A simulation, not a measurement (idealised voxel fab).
Process module under the name voxel spacer lines
Xsec cut, 250 nm wide, square cell size 5 nm.
If you're reading a cross-section in this doc, picture square cells in a grid; it comes to you as bands, top ones listed first down to the bottom, and a band can be one or more rows of cells. Band: top height; bottom height; in nm. Then, left to right: material with width in nm, for each material. "all across": a single material spanning edge to edge. "air": empty space. Heights are expressed relative to 0, this being the level below which the as-received wafer comprises one material exclusively. The lowest band is unbounded in the downward direction and is denoted as in "0 nm and below". Graded width ("30 to 40"): value in top row of band = first number; value in bottom row = second number; row-to-row change constant. It should be understood that the words "no change", when stated for a given step, signify that the cross-section underwent no change in any of its cells during that step. Enclosed voids (no open way to top), threshold 8 cells or more, entry "Fully closed voids", notation width x height at distance, distance from left edge, nm. Past the settings on a step's line: simulator remark, on that step. "overlay nm" answers the question of how far to the right of plan the mask lay on a step that has a mask, and when it is negative the answer is to the left.

# Steps planned for the process
| 1 | RECEIVE [material Si] |
| 2 | CONFORMAL_DEP [material Al2O3] [thk nm 10] |
| 3 | DIRECTIONAL_DEP [material polySi] [thk nm 15] |
| 4 | DIRECTIONAL_DEP [material aC] [thk nm 30] |
| 5 | PATTERN [tone cover] [mask id MANDREL] [material resist] [width nm 20] [pitch nm 70] [thk nm 40] [overlay nm 0] |
| 6 | DIRECTIONAL_ETCH [etch materials aC] [depth nm 30] |
| 7 | STRIP [etch materials resist] |
| 8 | CONFORMAL_DEP [material SiN] [thk nm 15] |
| 9 | DIRECTIONAL_ETCH [etch materials SiN] [depth nm 15] |
| 10 | STRIP [etch materials aC] |
| 11 | DIRECTIONAL_ETCH [etch materials polySi] [depth nm 15] |
| 12 | STRIP [etch materials SiN] |
| 13 | FILL_DEP [material SiO2] [thk nm 5] |
| 14 | CMP [height nm 25] |

# Cross-section, incoming material, after step 1
  0 nm and below: Si all across
  Fully closed voids: none

# First of two wafers, end-of-module section, run followed plan
  25 nm to 10 nm: SiO2 65 nm | polySi 15 nm | SiO2 20 nm | polySi 15 nm | SiO2 20 nm | polySi 15 nm | SiO2 20 nm | polySi 15 nm | SiO2 65 nm
  10 nm to 0 nm: Al2O3 all across
  0 nm and below: Si all across
  Fully closed voids: none

# This is the second of the two wafers, cross-sectioned at the end of the module; it started exactly like the first and was given the same plan, but it was run with one mistake
  25 nm to 10 nm: SiO2 70 nm | polySi 15 nm | SiO2 15 nm | polySi 15 nm | SiO2 25 nm | polySi 15 nm | SiO2 15 nm | polySi 15 nm | SiO2 65 nm
  10 nm to 0 nm: Al2O3 all across
  0 nm and below: Si all across
  Fully closed voids: none
Deviation noted in wafer processing: rather than as planned, step 5 actually ran as PATTERN [tone cover] [mask id MANDREL] [material resist] [width nm 15] [pitch nm 70] [thk nm 40] [overlay nm 0]
Heads up: at the end the two wafers have identical cell counts per material, they're just laid out differently.
